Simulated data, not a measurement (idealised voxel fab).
process module | voxel trench capacitor
cross-section cut | 230 nm wide | cells 5 nm
A cross-section is a grid of square cells, given in bands from the top down. A band is one or more rows of cells.
Each band's line starts with the height of the band's top and of its bottom, in nm. Then come its materials from left to right, each with its width in nm. One material with "throughout" fills the band from edge to edge. "air" is empty space.
Height 0 is the level under which the wafer as received is all one material. The lowest band goes on downwards, as in "0 down".
A width such as "30 to 40" changes by the same amount from each row of cells to the next, from the band's top row to its bottom row.
"no change" after a step means that no cell of the cross-section changed.
closed voids: empty space of 8 cells or more with no open way to the top, each as width x height at its distance from the left edge, in nm
after a step's settings: what the simulator itself notes on the step
overlay nm, on a step with a mask: how far to the right of its planned place the mask lay; to the left if negative
plan
1 op RECEIVE | material Si
2 op CONFORMAL_DEP | material SiN | thk nm 5
3 op DIRECTIONAL_DEP | material aC | thk nm 15
4 op PATTERN | tone open | mask id TRENCH | material resist | width nm 30 | pitch nm 55 | thk nm 35 | overlay nm 0
5 op DIRECTIONAL_ETCH | etch materials aC | depth nm 15
6 op STRIP | etch materials resist
7 op DIRECTIONAL_ETCH | etch materials SiN | depth nm 5
8 op DIRECTIONAL_ETCH | etch materials Si | depth nm 35
9 op STRIP | etch materials aC
10 op CONFORMAL_DEP | material HfO2 | thk nm 5
11 op CONFORMAL_DEP | material TiN | thk nm 5
12 op FILL_DEP | material W | thk nm 5
13 op CMP | height nm 5
as received, after step 1
  0 down: Si throughout
  closed voids: none
a wafer at the end: this start, this plan, one mistake
  20 to 15: W throughout
  15 to 10: TiN 25 | W 10 | TiN 45 | W 10 | TiN 45 | W 10 | TiN 45 | W 10 | TiN 30
  10 to 5: HfO2 20 | TiN 5 | W 10 | TiN 5 | HfO2 35 | TiN 5 | W 10 | TiN 5 | HfO2 35 | TiN 5 | W 10 | TiN 5 | HfO2 35 | TiN 5 | W 10 | TiN 5 | HfO2 25
  5 to 0: SiN 15 | HfO2 5 | TiN 5 | W 10 | TiN 5 | HfO2 5 | SiN 25 | HfO2 5 | TiN 5 | W 10 | TiN 5 | HfO2 5 | SiN 25 | HfO2 5 | TiN 5 | W 10 | TiN 5 | HfO2 5 | SiN 25 | HfO2 5 | TiN 5 | W 10 | TiN 5 | HfO2 5 | SiN 20
  0 to -25: Si 15 | HfO2 5 | TiN 5 | W 10 | TiN 5 | HfO2 5 | Si 25 | HfO2 5 | TiN 5 | W 10 | TiN 5 | HfO2 5 | Si 25 | HfO2 5 | TiN 5 | W 10 | TiN 5 | HfO2 5 | Si 25 | HfO2 5 | TiN 5 | W 10 | TiN 5 | HfO2 5 | Si 20
  -25 to -30: Si 15 | HfO2 5 | TiN 20 | HfO2 5 | Si 25 | HfO2 5 | TiN 20 | HfO2 5 | Si 25 | HfO2 5 | TiN 20 | HfO2 5 | Si 25 | HfO2 5 | TiN 20 | HfO2 5 | Si 20
  -30 to -35: Si 15 | HfO2 30 | Si 25 | HfO2 30 | Si 25 | HfO2 30 | Si 25 | HfO2 30 | Si 20
  -35 down: Si throughout
  closed voids: none
what went wrong: step 13 was left out
